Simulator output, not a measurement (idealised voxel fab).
process module | voxel self aligned contacts
cross-section cut | 230 nm wide | cells 5 nm
A cross-section is a grid of square cells, given in bands from the top down. A band is one or more rows of cells.
Each band's line starts with the height of the band's top and of its bottom, in nm. Then come its materials from left to right, each with its width in nm. One material with "throughout" fills the band from edge to edge. "air" is empty space.
Height 0 is the level under which the wafer as received is all one material. The lowest band goes on downwards, as in "0 down".
A width such as "30 to 40" changes by the same amount from each row of cells to the next, from the band's top row to its bottom row.
"no change" after a step means that no cell of the cross-section changed.
closed voids: empty space of 8 cells or more with no open way to the top, each as width x height at its distance from the left edge, in nm
after a step's settings: what the simulator itself notes on the step
overlay nm, on a step with a mask: how far to the right of its planned place the mask lay; to the left if negative
plan
1 op RECEIVE | material Si
2 op OXIDIZE | depth nm 5
3 op DIRECTIONAL_DEP | material polySi | thk nm 30
4 op DIRECTIONAL_DEP | material SiN | thk nm 25
5 op MASKED_ETCH | tone cover | mask id GATE | width nm 35 | pitch nm 80 | etch materials SiN | depth nm 25 | overlay nm 0
6 op MASKED_ETCH | tone cover | mask id GATE | width nm 35 | pitch nm 80 | etch materials polySi | depth nm 30 | overlay nm 0
7 op CONFORMAL_DEP | material SiN | thk nm 10
8 op DIRECTIONAL_ETCH | etch materials SiN | depth nm 10
9 op FILL_DEP | material SiO2 | thk nm 15
10 op CMP | height nm 65
11 op PATTERN | tone open | mask id CONTACT | material resist | width nm 65 | pitch nm 80 | thk nm 15 | overlay nm -15
12 op DIRECTIONAL_ETCH | etch materials SiO2 | depth nm 70
13 op STRIP | etch materials resist
14 op CONFORMAL_DEP | material TiN | thk nm 5
15 op FILL_DEP | material Ru | thk nm 5
16 op CMP | height nm 65
17 op CONFORMAL_DEP | material SiCN | thk nm 5
varied across the wafers: overlay nm of step 11. The plan shows the first wafer's value. All wafers start alike
first wafer as received, after step 1
  0 down: Si throughout
  closed voids: none
each wafer at the end: cells of each material gained (+) or lost (-) since it was received, then its closed voids
overlay nm -15 | +94 Ru | -46 Si | +46 SiCN | +237 SiN | +109 SiO2 | +78 TiN | +126 polySi | closed voids: none
overlay nm -10 | +94 Ru | -46 Si | +46 SiCN | +237 SiN | +109 SiO2 | +78 TiN | +126 polySi | closed voids: none
overlay nm -5 | +94 Ru | -46 Si | +46 SiCN | +237 SiN | +109 SiO2 | +78 TiN | +126 polySi | closed voids: none
overlay nm 0 | +94 Ru | -46 Si | +46 SiCN | +237 SiN | +109 SiO2 | +78 TiN | +126 polySi | closed voids: none
overlay nm 5 | +94 Ru | -46 Si | +46 SiCN | +237 SiN | +109 SiO2 | +78 TiN | +126 polySi | closed voids: none
overlay nm 10 | +94 Ru | -46 Si | +46 SiCN | +237 SiN | +109 SiO2 | +78 TiN | +126 polySi | closed voids: none
overlay nm 15 | +94 Ru | -46 Si | +46 SiCN | +237 SiN | +109 SiO2 | +78 TiN | +126 polySi | closed voids: none
